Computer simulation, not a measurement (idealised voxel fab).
Process module heading - voxel transistor to metal
The cross-section shown here is cut; it is 285 nm wide and divided into square cells measuring 5 nm on a side.
A cross-section is written here as square cells arranged in a grid, and it is given in bands from the top down, each band taking up one or more rows of cells.
For a band, the entry starts with two heights in nm, that of the top and then that of the bottom, and carries on with the band's materials in order from left to right, each alongside its width in nm; the word "edge to edge" beside a single material means it fills the band edge to edge, and "empty" means empty space.
Below 0: as-received wafer, all one material; heights counted from there. Lowest band: no bottom, goes on down, written "0 down".
Quick explanation for "30->40": the width changes in equal steps down the rows of cells, from the first number in the band's top row to the second number in its bottom row.
The cross-section has no changed cell in any step marked "changes: none".
Under "Cavities, sealed" you'll find the enclosed gaps, the ones with no way out to the top, that are 8 cells or bigger; each reads width x height at distance, with distance counted from the left edge, everything in nm.
On a step's line, text after the settings is the simulator commenting on that step.
overlay nm: right-of-plan distance of the mask on a masked step; negative values mean left-of-plan.

[List of planned process steps]
1. RECEIVE, material Si
2. OXIDIZE, depth nm 5
3. CONFORMAL_DEP, material SiN, thk nm 10
4. DIRECTIONAL_DEP, material aC, thk nm 10
5. PATTERN, tone cover, mask id ACTIVE, material resist, width nm 95, pitch nm 115, thk nm 30, overlay nm 0
6. DIRECTIONAL_ETCH, etch materials aC, depth nm 10
7. STRIP, etch materials resist
8. DIRECTIONAL_ETCH, etch materials SiN, depth nm 10
9. DIRECTIONAL_ETCH, etch materials SiO2, depth nm 5
10. DIRECTIONAL_ETCH, etch materials Si, depth nm 30
11. STRIP, etch materials aC
12. FILL_DEP, material SiO2, thk nm 10
13. CMP, height nm 10
14. SELECTIVE_ETCH, etch materials SiO2, depth nm 10
15. STRIP, etch materials SiN
16. SELECTIVE_ETCH, etch materials SiO2, depth nm 5
17. OXIDIZE, depth nm 5
18. DIRECTIONAL_DEP, material polySi, thk nm 25
19. DIRECTIONAL_DEP, material SiCN, thk nm 10
20. DIRECTIONAL_DEP, material aC, thk nm 15
21. PATTERN, tone cover, mask id GATE, material resist, width nm 15, pitch nm 115, thk nm 30, overlay nm 0
22. DIRECTIONAL_ETCH, etch materials aC, depth nm 15
23. STRIP, etch materials resist
24. DIRECTIONAL_ETCH, etch materials SiCN, depth nm 20
25. DIRECTIONAL_ETCH, etch materials polySi, depth nm 35
26. STRIP, etch materials aC
27. CONFORMAL_DEP, material SiO2, thk nm 5
28. DIRECTIONAL_ETCH, etch materials SiO2, depth nm 5
29. CONFORMAL_DEP, material SiN, thk nm 10
30. DIRECTIONAL_ETCH, etch materials SiN, depth nm 10
31. DIRECTIONAL_ETCH, etch materials SiO2, depth nm 5
32. EPI, material nSi, thk nm 5
33. FILL_DEP, material SiO2, thk nm 10
34. CMP, height nm 30
35. DIRECTIONAL_DEP, material SiO2, thk nm 10
36. DIRECTIONAL_DEP, material aC, thk nm 10
37. PATTERN, tone open, mask id CONTACT, material resist, width nm 25, thk nm 25, overlay nm 0
38. DIRECTIONAL_ETCH, etch materials aC, depth nm 10
39. STRIP, etch materials resist
40. DIRECTIONAL_ETCH, etch materials SiO2, depth nm 45
41. STRIP, etch materials aC
42. CONFORMAL_DEP, material TiN, thk nm 5
43. FILL_DEP, material W, thk nm 10
44. CMP, height nm 40
45. CONFORMAL_DEP, material SiN, thk nm 5
46. DIRECTIONAL_DEP, material lowk, thk nm 25
47. PATTERN, tone open, mask id METAL_1, material resist, width nm 15, thk nm 20, overlay nm 0
48. DIRECTIONAL_ETCH, etch materials lowk, depth nm 25
49. DIRECTIONAL_ETCH, etch materials SiN, depth nm 5
50. STRIP, etch materials resist
51. CONFORMAL_DEP, material TiN, thk nm 5
52. FILL_DEP, material Cu, thk nm 10
53. CMP, height nm 70
54. CONFORMAL_DEP, material SiN, thk nm 5

[As-received state of the wafer in cross-section, equivalent to post-step 1]
- 0 down = Si edge to edge
- Cavities, sealed: none

[Sectioned view, first of two wafers, at the close of the module, processed as intended in the plan]
- 75 to 70 = SiN edge to edge
- 70 to 45 = 45 lowk, then 5 TiN, then 5 Cu, then 5 TiN, then 45 lowk, then 5 TiN, then 5 Cu, then 5 TiN, then 40 lowk, then 5 TiN, then 5 Cu, then 5 TiN, then 45 lowk, then 5 TiN, then 5 Cu, then 5 TiN, then 50 lowk
- 45 to 40 = 45 SiN, then 15 TiN, then 45 SiN, then 15 TiN, then 40 SiN, then 15 TiN, then 45 SiN, then 15 TiN, then 50 SiN
- 40 to 30 = 45 SiO2, then 5 TiN, then 15->5 W, then 5->15 TiN, then 25 SiO2, then 5->15 TiN, then 15->5 W, then 5 TiN, then 40 SiO2, then 5 TiN, then 15->5 W, then 5->15 TiN, then 25 SiO2, then 5->15 TiN, then 15->5 W, then 5 TiN, then 50 SiO2
- 30 to 20 = 45 SiO2, then 5 TiN, then 5 W, then 5 TiN, then 10 SiN, then 5 SiO2, then 15 SiCN, then 5 SiO2, then 10 SiN, then 5 TiN, then 5 W, then 5 TiN, then 40 SiO2, then 5 TiN, then 5 W, then 5 TiN, then 10 SiN, then 5 SiO2, then 15 SiCN, then 5 SiO2, then 10 SiN, then 5 TiN, then 5 W, then 5 TiN, then 50 SiO2
- 20 to 0 = 45 SiO2, then 5 TiN, then 5 W, then 5 TiN, then 10 SiN, then 5 SiO2, then 15 polySi, then 5 SiO2, then 10 SiN, then 5 TiN, then 5 W, then 5 TiN, then 40 SiO2, then 5 TiN, then 5 W, then 5 TiN, then 10 SiN, then 5 SiO2, then 15 polySi, then 5 SiO2, then 10 SiN, then 5 TiN, then 5 W, then 5 TiN, then 50 SiO2
- 0 to -5 = 45 SiO2, then 15 TiN, then 10 SiN, then 5 SiO2, then 15 polySi, then 5 SiO2, then 10 SiN, then 15 TiN, then 40 SiO2, then 15 TiN, then 10 SiN, then 5 SiO2, then 15 polySi, then 5 SiO2, then 10 SiN, then 15 TiN, then 50 SiO2
- -5 to -10 = 30 SiO2, then 30 nSi, then 45 SiO2, then 30 nSi, then 10 SiO2, then 30 nSi, then 45 SiO2, then 30 nSi, then 35 SiO2
- -10 to -35 = 35 SiO2, then 95 Si, then 20 SiO2, then 95 Si, then 40 SiO2
- -35 down = Si edge to edge
- Cavities, sealed: none

[Cross-sectional image of the second wafer of the two following completion of the module. Starting state and process plan were the same as for the first wafer; one execution error occurred]
- 75 to 70 = SiN edge to edge
- 70 to 45 = 45 lowk, then 5 TiN, then 5 Cu, then 5 TiN, then 45 lowk, then 5 TiN, then 5 Cu, then 5 TiN, then 40 lowk, then 5 TiN, then 5 Cu, then 5 TiN, then 45 lowk, then 5 TiN, then 5 Cu, then 5 TiN, then 50 lowk
- 45 to 40 = 45 SiN, then 15 TiN, then 45 SiN, then 15 TiN, then 40 SiN, then 15 TiN, then 45 SiN, then 15 TiN, then 50 SiN
- 40 to 35 = 50 SiO2, then 5 TiN, then 15 W, then 5 TiN, then 25 SiO2, then 5 TiN, then 15 W, then 5 TiN, then 40 SiO2, then 5 TiN, then 15 W, then 5 TiN, then 25 SiO2, then 5 TiN, then 15 W, then 5 TiN, then 45 SiO2
- 35 to 30 = 50 SiO2, then 25 TiN, then 25 SiO2, then 10 TiN, then 10 W, then 5 TiN, then 40 SiO2, then 25 TiN, then 25 SiO2, then 10 TiN, then 10 W, then 5 TiN, then 45 SiO2
- 30 to 20 = 50 SiO2, then 10 TiN, then 10 SiN, then 5 TiN, then 15 SiCN, then 5 SiO2, then 10 SiN, then 5 TiN, then 10 W, then 5 TiN, then 40 SiO2, then 10 TiN, then 10 SiN, then 5 TiN, then 15 SiCN, then 5 SiO2, then 10 SiN, then 5 TiN, then 10 W, then 5 TiN, then 45 SiO2
- 20 to 0 = 50 SiO2, then 10 TiN, then 10 SiN, then 5 TiN, then 15 polySi, then 5 SiO2, then 10 SiN, then 5 TiN, then 10 W, then 5 TiN, then 40 SiO2, then 10 TiN, then 10 SiN, then 5 TiN, then 15 polySi, then 5 SiO2, then 10 SiN, then 5 TiN, then 10 W, then 5 TiN, then 45 SiO2
- 0 to -5 = 50 SiO2, then 10 TiN, then 10 SiN, then 5 TiN, then 15 polySi, then 5 SiO2, then 10 SiN, then 20 TiN, then 40 SiO2, then 10 TiN, then 10 SiN, then 5 TiN, then 15 polySi, then 5 SiO2, then 10 SiN, then 20 TiN, then 45 SiO2
- -5 to -10 = 30 SiO2, then 30 nSi, then 45 SiO2, then 30 nSi, then 10 SiO2, then 30 nSi, then 45 SiO2, then 30 nSi, then 35 SiO2
- -10 to -35 = 35 SiO2, then 95 Si, then 20 SiO2, then 95 Si, then 40 SiO2
- -35 down = Si edge to edge
- Cavities, sealed: none
Want to know what went wrong? step 37 off recipe, ran as PATTERN, tone open, mask id CONTACT, material resist, width nm 25, thk nm 25, overlay nm 5
In the final state, the cell counts of the second wafer exceed or fall short of those of the first for the following materials: SiO2 -14 | TiN +14
